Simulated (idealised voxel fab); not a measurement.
process module | voxel transistor to metal
cross-section cut | 145 nm wide | cells 5 nm
A cross-section is a grid of square cells, given in bands from the top down. A band is one or more rows of cells.
Each band's line starts with the height of the band's top and of its bottom, in nm. Then come its materials from left to right, each with its width in nm. One material with "throughout" fills the band from edge to edge. "air" is empty space.
Height 0 is the level under which the wafer as received is all one material. The lowest band goes on downwards, as in "0 down".
A width such as "30 to 40" changes by the same amount from each row of cells to the next, from the band's top row to its bottom row.
"no change" after a step means that no cell of the cross-section changed.
closed voids: empty space of 8 cells or more with no open way to the top, each as width x height at its distance from the left edge, in nm
after a step's settings: what the simulator itself notes on the step
overlay nm, on a step with a mask: how far to the right of its planned place the mask lay; to the left if negative
plan
1 op RECEIVE | material Si
2 op OXIDIZE | depth nm 5
3 op CONFORMAL_DEP | material SiN | thk nm 15
4 op DIRECTIONAL_DEP | material aC | thk nm 10
5 op PATTERN | tone cover | mask id ACTIVE | material resist | width nm 100 | thk nm 30 | overlay nm 0
6 op DIRECTIONAL_ETCH | etch materials aC | depth nm 10
7 op STRIP | etch materials resist
8 op DIRECTIONAL_ETCH | etch materials SiN | depth nm 15
9 op DIRECTIONAL_ETCH | etch materials SiO2 | depth nm 5
10 op DIRECTIONAL_ETCH | etch materials Si | depth nm 25
11 op STRIP | etch materials aC
12 op FILL_DEP | material SiO2 | thk nm 15
13 op CMP | height nm 15
14 op SELECTIVE_ETCH | etch materials SiO2 | depth nm 10
15 op STRIP | etch materials SiN
16 op SELECTIVE_ETCH | etch materials SiO2 | depth nm 5
17 op OXIDIZE | depth nm 5
18 op DIRECTIONAL_DEP | material polySi | thk nm 20
19 op DIRECTIONAL_DEP | material SiCN | thk nm 15
20 op PATTERN | tone cover | mask id GATE | material resist | width nm 20 | thk nm 15 | overlay nm 0
21 op DIRECTIONAL_ETCH | etch materials SiCN | depth nm 25
22 op DIRECTIONAL_ETCH | etch materials polySi | depth nm 30
23 op STRIP | etch materials resist
24 op CONFORMAL_DEP | material SiO2 | thk nm 5
25 op DIRECTIONAL_ETCH | etch materials SiO2 | depth nm 5
26 op CONFORMAL_DEP | material SiN | thk nm 5
27 op DIRECTIONAL_ETCH | etch materials SiN | depth nm 5
28 op DIRECTIONAL_ETCH | etch materials SiO2 | depth nm 5
29 op DIRECTIONAL_ETCH | etch materials Si | depth nm 10
30 op EPI | material nSi | thk nm 10
31 op FILL_DEP | material SiO2 | thk nm 5
32 op CMP | height nm 30
33 op DIRECTIONAL_DEP | material SiO2 | thk nm 10
34 op PATTERN | tone open | mask id CONTACT | material resist | width nm 30 | pitch nm 60 | thk nm 20 | overlay nm 0
35 op DIRECTIONAL_ETCH | etch materials SiO2 | depth nm 50
36 op STRIP | etch materials resist
37 op CONFORMAL_DEP | material TiN | thk nm 5
38 op FILL_DEP | material W | thk nm 10
39 op CMP | height nm 40
40 op CONFORMAL_DEP | material SiCN | thk nm 5
41 op DIRECTIONAL_DEP | material lowk | thk nm 15
42 op PATTERN | tone open | mask id METAL_1 | material resist | width nm 20 | pitch nm 70 | thk nm 15 | overlay nm 0
43 op DIRECTIONAL_ETCH | etch materials lowk | depth nm 15
44 op DIRECTIONAL_ETCH | etch materials SiCN | depth nm 5
45 op STRIP | etch materials resist
46 op CONFORMAL_DEP | material TiN | thk nm 5
47 op FILL_DEP | material Cu | thk nm 10
48 op CMP | height nm 60
49 op CONFORMAL_DEP | material SiCN | thk nm 5
50 op DIRECTIONAL_DEP | material SiO2 | thk nm 35
51 op DIRECTIONAL_DEP | material aC | thk nm 10
52 op PATTERN | tone open | mask id METAL_2_HOLES | material resist | width nm 15 | pitch nm 70 | thk nm 25 | overlay nm 0
53 op DIRECTIONAL_ETCH | etch materials aC | depth nm 10
54 op STRIP | etch materials resist
55 op DIRECTIONAL_ETCH | etch materials SiO2 | depth nm 35
56 op STRIP | etch materials aC
57 op PATTERN | tone open | mask id METAL_2 | material resist | width nm 20 | pitch nm 70 | thk nm 15 | overlay nm 0
58 op DIRECTIONAL_ETCH | etch materials SiO2 | depth nm 20
59 op DIRECTIONAL_ETCH | etch materials SiCN | depth nm 5
60 op STRIP | etch materials resist
61 op CONFORMAL_DEP | material TiN | thk nm 5
62 op FILL_DEP | material Cu | thk nm 10
63 op CMP | height nm 100
64 op CONFORMAL_DEP | material SiN | thk nm 5
first wafer, as planned
as received, after step 1
  0 down: Si throughout
  closed voids: none
after step 2
  0 to -5: SiO2 throughout
  below -5: unchanged
after step 3
  15 to 0: SiN throughout
  below 0: unchanged
after step 4
  25 to 15: aC throughout
  below 15: unchanged
after step 5
  55 to 25: air 20 | resist 100 | air 25
  below 25: unchanged
after step 6
  45 to 25: air 20 | resist 100 | air 25
  25 to 15: air 20 | aC 100 | air 25
  below 15: unchanged
after step 7
  25 to 15: air 20 | aC 100 | air 25
  below 15: unchanged
after step 8
  25 to 15: air 20 | aC 100 | air 25
  15 to 0: air 20 | SiN 100 | air 25
  below 0: unchanged
after step 9
  25 to 15: air 20 | aC 100 | air 25
  15 to 0: air 20 | SiN 100 | air 25
  0 to -5: air 20 | SiO2 100 | air 25
  below -5: unchanged
after step 10
  25 to 15: air 20 | aC 100 | air 25
  15 to 0: air 20 | SiN 100 | air 25
  0 to -5: air 20 | SiO2 100 | air 25
  -5 to -30: air 20 | Si 100 | air 25
  below -30: unchanged
after step 11
  15 to 0: air 20 | SiN 100 | air 25
  below 0: unchanged
after step 12
  30 to 15: SiO2 throughout
  15 to 0: SiO2 20 | SiN 100 | SiO2 25
  0 to -5: SiO2 throughout
  -5 to -30: SiO2 20 | Si 100 | SiO2 25
  below -30: unchanged
after step 13
  15 to 0: SiO2 20 | SiN 100 | SiO2 25
  below 0: unchanged
after step 14
  15 to 5: air 20 | SiN 100 | air 25
  below 5: unchanged
after step 15
  5 to 0: SiO2 20 | air 100 | SiO2 25
  below 0: unchanged
after step 16
  0 to -5: SiO2 15 | air 110 | SiO2 20
  below -5: unchanged
after step 17
  0 to -5: SiO2 15 | air 110 | SiO2 20
  -5 to -10: SiO2 throughout
  below -10: unchanged
after step 18
  20 to 15: polySi 15 | air 110 | polySi 20
  15 to 0: polySi throughout
  0 to -5: SiO2 15 | polySi 110 | SiO2 20
  below -5: unchanged
after step 19
  35 to 30: SiCN 15 | air 110 | SiCN 20
  30 to 20: SiCN throughout
  20 to 15: polySi 15 | SiCN 110 | polySi 20
  below 15: unchanged
after step 20
  50 to 35: air 60 | resist 20 | air 65
  35 to 30: SiCN 15 | air 45 | resist 20 | air 45 | SiCN 20
  below 30: unchanged
after step 21
  50 to 30: air 60 | resist 20 | air 65
  30 to 20: air 60 | SiCN 20 | air 65
  20 to 15: polySi 15 | air 45 | SiCN 20 | air 45 | polySi 20
  below 15: unchanged
after step 22
  50 to 30: air 60 | resist 20 | air 65
  30 to 15: air 60 | SiCN 20 | air 65
  15 to 0: air 60 | polySi 20 | air 65
  0 to -5: SiO2 15 | air 45 | polySi 20 | air 45 | SiO2 20
  below -5: unchanged
after step 23
  30 to 15: air 60 | SiCN 20 | air 65
  below 15: unchanged
after step 24
  35 to 30: air 55 | SiO2 30 | air 60
  30 to 15: air 55 | SiO2 5 | SiCN 20 | SiO2 5 | air 60
  15 to 5: air 55 | SiO2 5 | polySi 20 | SiO2 5 | air 60
  5 to 0: SiO2 20 | air 35 | SiO2 5 | polySi 20 | SiO2 5 | air 35 | SiO2 25
  0 to -5: SiO2 60 | polySi 20 | SiO2 65
  below -5: unchanged
after step 25
  30 to 15: air 55 | SiO2 5 | SiCN 20 | SiO2 5 | air 60
  15 to 0: air 55 | SiO2 5 | polySi 20 | SiO2 5 | air 60
  0 to -5: SiO2 20 | air 35 | SiO2 5 | polySi 20 | SiO2 5 | air 35 | SiO2 25
  below -5: unchanged
after step 26
  35 to 30: air 50 | SiN 40 | air 55
  30 to 15: air 50 | SiN 5 | SiO2 5 | SiCN 20 | SiO2 5 | SiN 5 | air 55
  15 to 5: air 50 | SiN 5 | SiO2 5 | polySi 20 | SiO2 5 | SiN 5 | air 55
  5 to 0: SiN 25 | air 25 | SiN 5 | SiO2 5 | polySi 20 | SiO2 5 | SiN 5 | air 25 | SiN 30
  0 to -5: SiO2 20 | SiN 35 | SiO2 5 | polySi 20 | SiO2 5 | SiN 35 | SiO2 25
  below -5: unchanged
after step 27
  30 to 15: air 50 | SiN 5 | SiO2 5 | SiCN 20 | SiO2 5 | SiN 5 | air 55
  15 to 0: air 50 | SiN 5 | SiO2 5 | polySi 20 | SiO2 5 | SiN 5 | air 55
  0 to -5: SiO2 20 | SiN 5 | air 25 | SiN 5 | SiO2 5 | polySi 20 | SiO2 5 | SiN 5 | air 25 | SiN 5 | SiO2 25
  below -5: unchanged
after step 28
  30 to 25: air 50 | SiN 5 | air 5 | SiCN 20 | air 5 | SiN 5 | air 55
  25 to 15: air 50 | SiN 5 | SiO2 5 | SiCN 20 | SiO2 5 | SiN 5 | air 55
  15 to 0: air 50 | SiN 5 | SiO2 5 | polySi 20 | SiO2 5 | SiN 5 | air 55
  0 to -5: air 20 | SiN 5 | air 25 | SiN 5 | SiO2 5 | polySi 20 | SiO2 5 | SiN 5 | air 25 | SiN 5 | air 25
  -5 to -10: SiO2 25 | air 25 | SiO2 40 | air 25 | SiO2 30
  below -10: unchanged
after step 29
  30 to 25: air 50 | SiN 5 | air 5 | SiCN 20 | air 5 | SiN 5 | air 55
  25 to 15: air 50 | SiN 5 | SiO2 5 | SiCN 20 | SiO2 5 | SiN 5 | air 55
  15 to 0: air 50 | SiN 5 | SiO2 5 | polySi 20 | SiO2 5 | SiN 5 | air 55
  0 to -5: air 20 | SiN 5 | air 25 | SiN 5 | SiO2 5 | polySi 20 | SiO2 5 | SiN 5 | air 25 | SiN 5 | air 25
  -5 to -10: SiO2 25 | air 25 | SiO2 40 | air 25 | SiO2 30
  -10 to -20: SiO2 20 | Si 5 | air 25 | Si 40 | air 25 | Si 5 | SiO2 25
  below -20: unchanged
after step 30
  30 to 25: air 50 | SiN 5 | air 5 | SiCN 20 | air 5 | SiN 5 | air 55
  25 to 15: air 50 | SiN 5 | SiO2 5 | SiCN 20 | SiO2 5 | SiN 5 | air 55
  15 to 0: air 50 | SiN 5 | SiO2 5 | polySi 20 | SiO2 5 | SiN 5 | air 55
  0 to -5: air 20 | SiN 5 | nSi 10 | air 5 | nSi 10 | SiN 5 | SiO2 5 | polySi 20 | SiO2 5 | SiN 5 | nSi 10 | air 5 | nSi 10 | SiN 5 | air 25
  -5 to -10: SiO2 25 | nSi 10 | air 5 | nSi 10 | SiO2 40 | nSi 10 | air 5 | nSi 10 | SiO2 30
  -10 to -20: SiO2 20 | Si 5 | nSi 25 | Si 40 | nSi 25 | Si 5 | SiO2 25
  below -20: unchanged
after step 31
  35 to 30: SiO2 throughout
  30 to 15: SiO2 50 | SiN 5 | SiO2 5 | SiCN 20 | SiO2 5 | SiN 5 | SiO2 55
  15 to 0: SiO2 50 | SiN 5 | SiO2 5 | polySi 20 | SiO2 5 | SiN 5 | SiO2 55
  0 to -5: SiO2 20 | SiN 5 | nSi 10 | SiO2 5 | nSi 10 | SiN 5 | SiO2 5 | polySi 20 | SiO2 5 | SiN 5 | nSi 10 | SiO2 5 | nSi 10 | SiN 5 | SiO2 25
  -5 to -10: SiO2 25 | nSi 10 | SiO2 5 | nSi 10 | SiO2 40 | nSi 10 | SiO2 5 | nSi 10 | SiO2 30
  below -10: unchanged
after step 32
  30 to 15: SiO2 50 | SiN 5 | SiO2 5 | SiCN 20 | SiO2 5 | SiN 5 | SiO2 55
  below 15: unchanged
after step 33
  40 to 30: SiO2 throughout
  below 30: unchanged
after step 34
  60 to 40: resist 25 | air 30 | resist 30 | air 30 | resist 30
  below 40: unchanged
after step 35
  60 to 40: resist 25 | air 30 | resist 30 | air 30 | resist 30
  40 to 30: SiO2 25 | air 30 | SiO2 30 | air 30 | SiO2 30
  30 to 15: SiO2 25 | air 25 | SiN 5 | SiO2 5 | SiCN 20 | SiO2 5 | SiN 5 | air 25 | SiO2 30
  15 to 0: SiO2 25 | air 25 | SiN 5 | SiO2 5 | polySi 20 | SiO2 5 | SiN 5 | air 25 | SiO2 30
  0 to -5: SiO2 20 | SiN 5 | nSi 10 | air 5 | nSi 10 | SiN 5 | SiO2 5 | polySi 20 | SiO2 5 | SiN 5 | nSi 10 | air 5 | nSi 10 | SiN 5 | SiO2 25
  -5 to -10: SiO2 25 | nSi 10 | air 5 | nSi 10 | SiO2 40 | nSi 10 | air 5 | nSi 10 | SiO2 30
  below -10: unchanged
after step 36
  40 to 30: SiO2 25 | air 30 | SiO2 30 | air 30 | SiO2 30
  below 30: unchanged
after step 37
  45 to 40: TiN 30 | air 20 | TiN 40 | air 20 | TiN 35
  40 to 30: SiO2 25 | TiN 5 | air 20 to 15 | TiN 5 to 10 | SiO2 30 | TiN 5 to 10 | air 20 to 15 | TiN 5 | SiO2 30
  30 to 15: SiO2 25 | TiN 5 | air 15 | TiN 5 | SiN 5 | SiO2 5 | SiCN 20 | SiO2 5 | SiN 5 | TiN 5 | air 15 | TiN 5 | SiO2 30
  15 to 5: SiO2 25 | TiN 5 | air 15 | TiN 5 | SiN 5 | SiO2 5 | polySi 20 | SiO2 5 | SiN 5 | TiN 5 | air 15 | TiN 5 | SiO2 30
  5 to 0: SiO2 25 | TiN 25 | SiN 5 | SiO2 5 | polySi 20 | SiO2 5 | SiN 5 | TiN 25 | SiO2 30
  0 to -5: SiO2 20 | SiN 5 | nSi 10 | TiN 5 | nSi 10 | SiN 5 | SiO2 5 | polySi 20 | SiO2 5 | SiN 5 | nSi 10 | TiN 5 | nSi 10 | SiN 5 | SiO2 25
  -5 to -10: SiO2 25 | nSi 10 | TiN 5 | nSi 10 | SiO2 40 | nSi 10 | TiN 5 | nSi 10 | SiO2 30
  below -10: unchanged
after step 38
  55 to 45: W throughout
  45 to 40: TiN 30 | W 20 | TiN 40 | W 20 | TiN 35
  40 to 30: SiO2 25 | TiN 5 | W 20 to 15 | TiN 5 to 10 | SiO2 30 | TiN 5 to 10 | W 20 to 15 | TiN 5 | SiO2 30
  30 to 15: SiO2 25 | TiN 5 | W 15 | TiN 5 | SiN 5 | SiO2 5 | SiCN 20 | SiO2 5 | SiN 5 | TiN 5 | W 15 | TiN 5 | SiO2 30
  15 to 5: SiO2 25 | TiN 5 | W 15 | TiN 5 | SiN 5 | SiO2 5 | polySi 20 | SiO2 5 | SiN 5 | TiN 5 | W 15 | TiN 5 | SiO2 30
  below 5: unchanged
after step 39
  40 to 30: SiO2 25 | TiN 5 | W 20 to 15 | TiN 5 to 10 | SiO2 30 | TiN 5 to 10 | W 20 to 15 | TiN 5 | SiO2 30
  below 30: unchanged
after step 40
  45 to 40: SiCN throughout
  below 40: unchanged
after step 41
  60 to 45: lowk throughout
  below 45: unchanged
after step 42
  75 to 60: resist 25 | air 20 | resist 50 | air 20 | resist 30
  below 60: unchanged
after step 43
  75 to 60: resist 25 | air 20 | resist 50 | air 20 | resist 30
  60 to 45: lowk 25 | air 20 | lowk 50 | air 20 | lowk 30
  below 45: unchanged
after step 44
  75 to 60: resist 25 | air 20 | resist 50 | air 20 | resist 30
  60 to 45: lowk 25 | air 20 | lowk 50 | air 20 | lowk 30
  45 to 40: SiCN 25 | air 20 | SiCN 50 | air 20 | SiCN 30
  below 40: unchanged
after step 45
  60 to 45: lowk 25 | air 20 | lowk 50 | air 20 | lowk 30
  below 45: unchanged
after step 46
  65 to 60: TiN 30 | air 10 | TiN 60 | air 10 | TiN 35
  60 to 45: lowk 25 | TiN 5 | air 10 | TiN 5 | lowk 50 | TiN 5 | air 10 | TiN 5 | lowk 30
  45 to 40: SiCN 25 | TiN 20 | SiCN 50 | TiN 20 | SiCN 30
  below 40: unchanged
after step 47
  75 to 65: Cu throughout
  65 to 60: TiN 30 | Cu 10 | TiN 60 | Cu 10 | TiN 35
  60 to 45: lowk 25 | TiN 5 | Cu 10 | TiN 5 | lowk 50 | TiN 5 | Cu 10 | TiN 5 | lowk 30
  below 45: unchanged
after step 48
  60 to 45: lowk 25 | TiN 5 | Cu 10 | TiN 5 | lowk 50 | TiN 5 | Cu 10 | TiN 5 | lowk 30
  below 45: unchanged
after step 49
  65 to 60: SiCN throughout
  below 60: unchanged
after step 50
  100 to 65: SiO2 throughout
  below 65: unchanged
after step 51
  110 to 100: aC throughout
  below 100: unchanged
after step 52
  135 to 110: resist 25 | air 15 | resist 55 | air 15 | resist 35
  below 110: unchanged
after step 53
  125 to 110: resist 25 | air 15 | resist 55 | air 15 | resist 35
  110 to 100: aC 25 | air 15 | aC 55 | air 15 | aC 35
  below 100: unchanged
after step 54
  110 to 100: aC 25 | air 15 | aC 55 | air 15 | aC 35
  below 100: unchanged
after step 55
  110 to 100: aC 25 | air 15 | aC 55 | air 15 | aC 35
  100 to 65: SiO2 25 | air 15 | SiO2 55 | air 15 | SiO2 35
  below 65: unchanged
after step 56
  100 to 65: SiO2 25 | air 15 | SiO2 55 | air 15 | SiO2 35
  below 65: unchanged
after step 57
  115 to 100: resist 25 | air 20 | resist 50 | air 20 | resist 30
  below 100: unchanged
after step 58
  115 to 100: resist 25 | air 20 | resist 50 | air 20 | resist 30
  100 to 80: SiO2 25 | air 20 | SiO2 50 | air 20 | SiO2 30
  below 80: unchanged
after step 59
  115 to 100: resist 25 | air 20 | resist 50 | air 20 | resist 30
  100 to 80: SiO2 25 | air 20 | SiO2 50 | air 20 | SiO2 30
  80 to 65: SiO2 25 | air 15 | SiO2 55 | air 15 | SiO2 35
  65 to 60: SiCN 25 | air 15 | SiCN 55 | air 15 | SiCN 35
  below 60: unchanged
after step 60
  100 to 80: SiO2 25 | air 20 | SiO2 50 | air 20 | SiO2 30
  below 80: unchanged
after step 61
  105 to 100: TiN 30 | air 10 | TiN 60 | air 10 | TiN 35
  100 to 85: SiO2 25 | TiN 5 | air 10 | TiN 5 | SiO2 50 | TiN 5 | air 10 | TiN 5 | SiO2 30
  85 to 80: SiO2 25 | TiN 5 | air 5 | TiN 10 | SiO2 50 | TiN 5 | air 5 | TiN 10 | SiO2 30
  80 to 65: SiO2 25 | TiN 5 | air 5 | TiN 5 | SiO2 55 | TiN 5 | air 5 | TiN 5 | SiO2 35
  65 to 60: SiCN 25 | TiN 15 | SiCN 55 | TiN 15 | SiCN 35
  below 60: unchanged
after step 62
  115 to 105: Cu throughout
  105 to 100: TiN 30 | Cu 10 | TiN 60 | Cu 10 | TiN 35
  100 to 85: SiO2 25 | TiN 5 | Cu 10 | TiN 5 | SiO2 50 | TiN 5 | Cu 10 | TiN 5 | SiO2 30
  85 to 80: SiO2 25 | TiN 5 | Cu 5 | TiN 10 | SiO2 50 | TiN 5 | Cu 5 | TiN 10 | SiO2 30
  80 to 65: SiO2 25 | TiN 5 | Cu 5 | TiN 5 | SiO2 55 | TiN 5 | Cu 5 | TiN 5 | SiO2 35
  below 65: unchanged
after step 63
  100 to 85: SiO2 25 | TiN 5 | Cu 10 | TiN 5 | SiO2 50 | TiN 5 | Cu 10 | TiN 5 | SiO2 30
  below 85: unchanged
after step 64
  105 to 100: SiN throughout
  below 100: unchanged
second wafer: like start, like plan, one mistake. Through step 18 it matches the first wafer
when step 19 should have ended
  50 to 45: SiCN 15 | air 110 | SiCN 20
  45 to 20: SiCN throughout
  20 to 15: polySi 15 | SiCN 110 | polySi 20
  below 15: unchanged
when step 20 should have ended
  65 to 50: air 60 | resist 20 | air 65
  50 to 45: SiCN 15 | air 45 | resist 20 | air 45 | SiCN 20
  below 45: unchanged
when step 21 should have ended
  65 to 45: air 60 | resist 20 | air 65
  45 to 25: air 60 | SiCN 20 | air 65
  25 to 20: SiCN 15 | air 45 | SiCN 20 | air 45 | SiCN 20
  below 20: unchanged
when step 22 should have ended: no change
when step 23 should have ended
  45 to 25: air 60 | SiCN 20 | air 65
  below 25: unchanged
when step 24 should have ended
  50 to 45: air 55 | SiO2 30 | air 60
  45 to 30: air 55 | SiO2 5 | SiCN 20 | SiO2 5 | air 60
  30 to 25: SiO2 20 | air 35 | SiO2 5 | SiCN 20 | SiO2 5 | air 35 | SiO2 25
  25 to 20: SiCN 15 | SiO2 45 | SiCN 20 | SiO2 45 | SiCN 20
  below 20: unchanged
when step 25 should have ended
  45 to 25: air 55 | SiO2 5 | SiCN 20 | SiO2 5 | air 60
  25 to 20: SiCN 15 | SiO2 5 | air 35 | SiO2 5 | SiCN 20 | SiO2 5 | air 35 | SiO2 5 | SiCN 20
  below 20: unchanged
when step 26 should have ended
  50 to 45: air 50 | SiN 40 | air 55
  45 to 30: air 50 | SiN 5 | SiO2 5 | SiCN 20 | SiO2 5 | SiN 5 | air 55
  30 to 25: SiN 25 | air 25 | SiN 5 | SiO2 5 | SiCN 20 | SiO2 5 | SiN 5 | air 25 | SiN 30
  25 to 20: SiCN 15 | SiO2 5 | SiN 35 | SiO2 5 | SiCN 20 | SiO2 5 | SiN 35 | SiO2 5 | SiCN 20
  below 20: unchanged
when step 27 should have ended
  45 to 25: air 50 | SiN 5 | SiO2 5 | SiCN 20 | SiO2 5 | SiN 5 | air 55
  25 to 20: SiCN 15 | SiO2 5 | SiN 5 | air 25 | SiN 5 | SiO2 5 | SiCN 20 | SiO2 5 | SiN 5 | air 25 | SiN 5 | SiO2 5 | SiCN 20
  below 20: unchanged
when step 28 should have ended
  45 to 40: air 50 | SiN 5 | air 5 | SiCN 20 | air 5 | SiN 5 | air 55
  40 to 25: air 50 | SiN 5 | SiO2 5 | SiCN 20 | SiO2 5 | SiN 5 | air 55
  25 to 20: SiCN 15 | air 5 | SiN 5 | air 25 | SiN 5 | SiO2 5 | SiCN 20 | SiO2 5 | SiN 5 | air 25 | SiN 5 | air 5 | SiCN 20
  below 20: unchanged
when step 29 should have ended: no change
when step 30 should have ended: no change
when step 31 should have ended
  50 to 45: SiO2 throughout
  45 to 25: SiO2 50 | SiN 5 | SiO2 5 | SiCN 20 | SiO2 5 | SiN 5 | SiO2 55
  25 to 20: SiCN 15 | SiO2 5 | SiN 5 | SiO2 25 | SiN 5 | SiO2 5 | SiCN 20 | SiO2 5 | SiN 5 | SiO2 25 | SiN 5 | SiO2 5 | SiCN 20
  below 20: unchanged
when step 32 should have ended
  30 to 25: SiO2 50 | SiN 5 | SiO2 5 | SiCN 20 | SiO2 5 | SiN 5 | SiO2 55
  below 25: unchanged
when step 33 should have ended
  40 to 30: SiO2 throughout
  below 30: unchanged
when step 34 should have ended
  60 to 40: resist 25 | air 30 | resist 30 | air 30 | resist 30
  below 40: unchanged
when step 35 should have ended
  60 to 40: resist 25 | air 30 | resist 30 | air 30 | resist 30
  40 to 30: SiO2 25 | air 30 | SiO2 30 | air 30 | SiO2 30
  30 to 25: SiO2 25 | air 25 | SiN 5 | SiO2 5 | SiCN 20 | SiO2 5 | SiN 5 | air 25 | SiO2 30
  25 to 20: SiCN 15 | SiO2 5 | SiN 5 | air 25 | SiN 5 | SiO2 5 | SiCN 20 | SiO2 5 | SiN 5 | air 25 | SiN 5 | SiO2 5 | SiCN 20
  below 20: unchanged
when step 36 should have ended
  40 to 30: SiO2 25 | air 30 | SiO2 30 | air 30 | SiO2 30
  below 30: unchanged
when step 37 should have ended
  45 to 40: TiN 30 | air 20 | TiN 40 | air 20 | TiN 35
  40 to 30: SiO2 25 | TiN 5 | air 20 to 15 | TiN 5 to 10 | SiO2 30 | TiN 5 to 10 | air 20 to 15 | TiN 5 | SiO2 30
  30 to 25: SiO2 25 | TiN 5 | air 15 | TiN 5 | SiN 5 | SiO2 5 | SiCN 20 | SiO2 5 | SiN 5 | TiN 5 | air 15 | TiN 5 | SiO2 30
  25 to 20: SiCN 15 | SiO2 5 | SiN 5 | TiN 25 | SiN 5 | SiO2 5 | SiCN 20 | SiO2 5 | SiN 5 | TiN 25 | SiN 5 | SiO2 5 | SiCN 20
  below 20: unchanged
when step 38 should have ended
  55 to 45: W throughout
  45 to 40: TiN 30 | W 20 | TiN 40 | W 20 | TiN 35
  40 to 30: SiO2 25 | TiN 5 | W 20 to 15 | TiN 5 to 10 | SiO2 30 | TiN 5 to 10 | W 20 to 15 | TiN 5 | SiO2 30
  30 to 25: SiO2 25 | TiN 5 | W 15 | TiN 5 | SiN 5 | SiO2 5 | SiCN 20 | SiO2 5 | SiN 5 | TiN 5 | W 15 | TiN 5 | SiO2 30
  below 25: unchanged
when step 39 should have ended
  40 to 30: SiO2 25 | TiN 5 | W 20 to 15 | TiN 5 to 10 | SiO2 30 | TiN 5 to 10 | W 20 to 15 | TiN 5 | SiO2 30
  below 30: unchanged
when step 40 should have ended
  45 to 40: SiCN throughout
  below 40: unchanged
when step 41 should have ended
  60 to 45: lowk throughout
  below 45: unchanged
when step 42 should have ended
  75 to 60: resist 25 | air 20 | resist 50 | air 20 | resist 30
  below 60: unchanged
when step 43 should have ended
  75 to 60: resist 25 | air 20 | resist 50 | air 20 | resist 30
  60 to 45: lowk 25 | air 20 | lowk 50 | air 20 | lowk 30
  below 45: unchanged
when step 44 should have ended
  75 to 60: resist 25 | air 20 | resist 50 | air 20 | resist 30
  60 to 45: lowk 25 | air 20 | lowk 50 | air 20 | lowk 30
  45 to 40: SiCN 25 | air 20 | SiCN 50 | air 20 | SiCN 30
  below 40: unchanged
when step 45 should have ended
  60 to 45: lowk 25 | air 20 | lowk 50 | air 20 | lowk 30
  below 45: unchanged
when step 46 should have ended
  65 to 60: TiN 30 | air 10 | TiN 60 | air 10 | TiN 35
  60 to 45: lowk 25 | TiN 5 | air 10 | TiN 5 | lowk 50 | TiN 5 | air 10 | TiN 5 | lowk 30
  45 to 40: SiCN 25 | TiN 20 | SiCN 50 | TiN 20 | SiCN 30
  below 40: unchanged
when step 47 should have ended
  75 to 65: Cu throughout
  65 to 60: TiN 30 | Cu 10 | TiN 60 | Cu 10 | TiN 35
  60 to 45: lowk 25 | TiN 5 | Cu 10 | TiN 5 | lowk 50 | TiN 5 | Cu 10 | TiN 5 | lowk 30
  below 45: unchanged
when step 48 should have ended
  60 to 45: lowk 25 | TiN 5 | Cu 10 | TiN 5 | lowk 50 | TiN 5 | Cu 10 | TiN 5 | lowk 30
  below 45: unchanged
when step 49 should have ended
  65 to 60: SiCN throughout
  below 60: unchanged
when step 50 should have ended
  100 to 65: SiO2 throughout
  below 65: unchanged
when step 51 should have ended
  110 to 100: aC throughout
  below 100: unchanged
when step 52 should have ended
  135 to 110: resist 25 | air 15 | resist 55 | air 15 | resist 35
  below 110: unchanged
when step 53 should have ended
  125 to 110: resist 25 | air 15 | resist 55 | air 15 | resist 35
  110 to 100: aC 25 | air 15 | aC 55 | air 15 | aC 35
  below 100: unchanged
when step 54 should have ended
  110 to 100: aC 25 | air 15 | aC 55 | air 15 | aC 35
  below 100: unchanged
when step 55 should have ended
  110 to 100: aC 25 | air 15 | aC 55 | air 15 | aC 35
  100 to 65: SiO2 25 | air 15 | SiO2 55 | air 15 | SiO2 35
  below 65: unchanged
when step 56 should have ended
  100 to 65: SiO2 25 | air 15 | SiO2 55 | air 15 | SiO2 35
  below 65: unchanged
when step 57 should have ended
  115 to 100: resist 25 | air 20 | resist 50 | air 20 | resist 30
  below 100: unchanged
when step 58 should have ended
  115 to 100: resist 25 | air 20 | resist 50 | air 20 | resist 30
  100 to 80: SiO2 25 | air 20 | SiO2 50 | air 20 | SiO2 30
  below 80: unchanged
when step 59 should have ended
  115 to 100: resist 25 | air 20 | resist 50 | air 20 | resist 30
  100 to 80: SiO2 25 | air 20 | SiO2 50 | air 20 | SiO2 30
  80 to 65: SiO2 25 | air 15 | SiO2 55 | air 15 | SiO2 35
  65 to 60: SiCN 25 | air 15 | SiCN 55 | air 15 | SiCN 35
  below 60: unchanged
when step 60 should have ended
  100 to 80: SiO2 25 | air 20 | SiO2 50 | air 20 | SiO2 30
  below 80: unchanged
when step 61 should have ended
  105 to 100: TiN 30 | air 10 | TiN 60 | air 10 | TiN 35
  100 to 85: SiO2 25 | TiN 5 | air 10 | TiN 5 | SiO2 50 | TiN 5 | air 10 | TiN 5 | SiO2 30
  85 to 80: SiO2 25 | TiN 5 | air 5 | TiN 10 | SiO2 50 | TiN 5 | air 5 | TiN 10 | SiO2 30
  80 to 65: SiO2 25 | TiN 5 | air 5 | TiN 5 | SiO2 55 | TiN 5 | air 5 | TiN 5 | SiO2 35
  65 to 60: SiCN 25 | TiN 15 | SiCN 55 | TiN 15 | SiCN 35
  below 60: unchanged
when step 62 should have ended
  115 to 105: Cu throughout
  105 to 100: TiN 30 | Cu 10 | TiN 60 | Cu 10 | TiN 35
  100 to 85: SiO2 25 | TiN 5 | Cu 10 | TiN 5 | SiO2 50 | TiN 5 | Cu 10 | TiN 5 | SiO2 30
  85 to 80: SiO2 25 | TiN 5 | Cu 5 | TiN 10 | SiO2 50 | TiN 5 | Cu 5 | TiN 10 | SiO2 30
  80 to 65: SiO2 25 | TiN 5 | Cu 5 | TiN 5 | SiO2 55 | TiN 5 | Cu 5 | TiN 5 | SiO2 35
  below 65: unchanged
when step 63 should have ended
  100 to 85: SiO2 25 | TiN 5 | Cu 10 | TiN 5 | SiO2 50 | TiN 5 | Cu 10 | TiN 5 | SiO2 30
  below 85: unchanged
when step 64 should have ended
  105 to 100: SiN throughout
  below 100: unchanged
what went wrong: step 19 was run twice
at the end the second wafer has, in cells: 20 more of Si | 25 more of SiCN | 10 fewer of SiN | 55 fewer of SiO2 | 20 fewer of TiN | 24 fewer of W | 36 fewer of nSi | 100 more of polySi
